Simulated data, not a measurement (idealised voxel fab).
process module | voxel air gaps
cross-section cut | 165 nm wide | cells 5 nm
A cross-section is a grid of square cells, given in bands from the top down. A band is one or more rows of cells.
Each band's line starts with the height of the band's top and of its bottom, in nm. Then come its materials from left to right, each with its width in nm. One material with "throughout" fills the band from edge to edge. "air" is empty space.
Height 0 is the level under which the wafer as received is all one material. The lowest band goes on downwards, as in "0 down".
A width such as "30 to 40" changes by the same amount from each row of cells to the next, from the band's top row to its bottom row.
"no change" after a step means that no cell of the cross-section changed.
closed voids: empty space of 8 cells or more with no open way to the top, each as width x height at its distance from the left edge, in nm
after a step's settings: what the simulator itself notes on the step
overlay nm, on a step with a mask: how far to the right of its planned place the mask lay; to the left if negative
plan
1 op RECEIVE | material Si
2 op CONFORMAL_DEP | material SiO2 | thk nm 15
3 op CONFORMAL_DEP | material SiCN | thk nm 5
4 op DIRECTIONAL_DEP | material SiO2 | thk nm 35
5 op MASKED_ETCH | tone open | mask id LINES | width nm 20 | pitch nm 45 | etch materials SiO2 | depth nm 35 | overlay nm 0
6 op CONFORMAL_DEP | material TiN | thk nm 5
7 op FILL_DEP | material Cu | thk nm 5
8 op CMP | height nm 55
9 op EPI | material Ru | thk nm 10
10 op SELECTIVE_ETCH | etch materials SiO2 | depth nm 45
11 op CONFORMAL_DEP | material SiCN | thk nm 5
first wafer, as planned
as received, after step 1
  0 down: Si throughout
  closed voids: none
after step 2
  15 to 0: SiO2 throughout
  below 0: unchanged
after step 3
  20 to 15: SiCN throughout
  below 15: unchanged
after step 4
  55 to 20: SiO2 throughout
  below 20: unchanged
after step 5
  55 to 20: SiO2 25 | air 20 | SiO2 25 | air 20 | SiO2 25 | air 20 | SiO2 30
  below 20: unchanged
after step 6
  60 to 55: TiN 30 | air 10 | TiN 35 | air 10 | TiN 35 | air 10 | TiN 35
  55 to 25: SiO2 25 | TiN 5 | air 10 | TiN 5 | SiO2 25 | TiN 5 | air 10 | TiN 5 | SiO2 25 | TiN 5 | air 10 | TiN 5 | SiO2 30
  25 to 20: SiO2 25 | TiN 20 | SiO2 25 | TiN 20 | SiO2 25 | TiN 20 | SiO2 30
  below 20: unchanged
after step 7
  65 to 60: Cu throughout
  60 to 55: TiN 30 | Cu 10 | TiN 35 | Cu 10 | TiN 35 | Cu 10 | TiN 35
  55 to 25: SiO2 25 | TiN 5 | Cu 10 | TiN 5 | SiO2 25 | TiN 5 | Cu 10 | TiN 5 | SiO2 25 | TiN 5 | Cu 10 | TiN 5 | SiO2 30
  below 25: unchanged
after step 8
  55 to 25: SiO2 25 | TiN 5 | Cu 10 | TiN 5 | SiO2 25 | TiN 5 | Cu 10 | TiN 5 | SiO2 25 | TiN 5 | Cu 10 | TiN 5 | SiO2 30
  below 25: unchanged
after step 9
  65 to 55: air 15 | Ru 40 | air 5 | Ru 40 | air 5 | Ru 40 | air 20
  below 55: unchanged
after step 10
  65 to 55: air 15 | Ru 40 | air 5 | Ru 40 | air 5 | Ru 40 | air 20
  55 to 25: air 25 | TiN 5 | Cu 10 | TiN 5 | air 25 | TiN 5 | Cu 10 | TiN 5 | air 25 | TiN 5 | Cu 10 | TiN 5 | air 30
  25 to 20: air 25 | TiN 20 | air 25 | TiN 20 | air 25 | TiN 20 | air 30
  below 20: unchanged
after step 11
  70 to 65: air 10 | SiCN 140 | air 15
  65 to 55: air 10 | SiCN 5 | Ru 40 | SiCN 5 | Ru 40 | SiCN 5 | Ru 40 | SiCN 5 | air 15
  55 to 50: air 10 | SiCN 15 | TiN 5 | Cu 10 | TiN 5 | SiCN 25 | TiN 5 | Cu 10 | TiN 5 | SiCN 25 | TiN 5 | Cu 10 | TiN 5 | SiCN 15 | air 15
  50 to 25: air 20 | SiCN 5 | TiN 5 | Cu 10 | TiN 5 | SiCN 5 | air 15 | SiCN 5 | TiN 5 | Cu 10 | TiN 5 | SiCN 5 | air 15 | SiCN 5 | TiN 5 | Cu 10 | TiN 5 | SiCN 5 | air 25
  25 to 20: SiCN 25 | TiN 20 | SiCN 25 | TiN 20 | SiCN 25 | TiN 20 | SiCN 30
  below 20: unchanged
  closed voids: 15 x 25 at 50; 15 x 25 at 95
second wafer: like start, like plan, one mistake. Through step 4 it matches the first wafer
when step 5 should have ended
  55 to 20: air 25 | SiO2 20 | air 25 | SiO2 20 | air 25 | SiO2 20 | air 30
  below 20: unchanged
when step 6 should have ended
  60 to 55: air 20 | TiN 30 | air 15 | TiN 30 | air 15 | TiN 30 | air 25
  55 to 25: air 20 | TiN 5 | SiO2 20 | TiN 5 | air 15 | TiN 5 | SiO2 20 | TiN 5 | air 15 | TiN 5 | SiO2 20 | TiN 5 | air 25
  25 to 20: TiN 25 | SiO2 20 | TiN 25 | SiO2 20 | TiN 25 | SiO2 20 | TiN 30
  below 20: unchanged
when step 7 should have ended
  65 to 60: Cu throughout
  60 to 55: Cu 20 | TiN 30 | Cu 15 | TiN 30 | Cu 15 | TiN 30 | Cu 25
  55 to 25: Cu 20 | TiN 5 | SiO2 20 | TiN 5 | Cu 15 | TiN 5 | SiO2 20 | TiN 5 | Cu 15 | TiN 5 | SiO2 20 | TiN 5 | Cu 25
  below 25: unchanged
when step 8 should have ended
  55 to 25: Cu 20 | TiN 5 | SiO2 20 | TiN 5 | Cu 15 | TiN 5 | SiO2 20 | TiN 5 | Cu 15 | TiN 5 | SiO2 20 | TiN 5 | Cu 25
  below 25: unchanged
when step 9 should have ended
  65 to 55: Ru throughout
  below 55: unchanged
when step 10 should have ended: no change
when step 11 should have ended
  70 to 65: SiCN throughout
  below 65: unchanged
what went wrong: step 5 ran as: op MASKED_ETCH | tone cover | mask id LINES | width nm 20 | pitch nm 45 | etch materials SiO2 | depth nm 35 | overlay nm 0
at the end the second wafer has, in cells: 54 more of Cu | 18 more of Ru | 70 fewer of SiCN | 84 more of SiO2 | 9 more of TiN
closed voids at the end (first wafer, second wafer): 2, 0
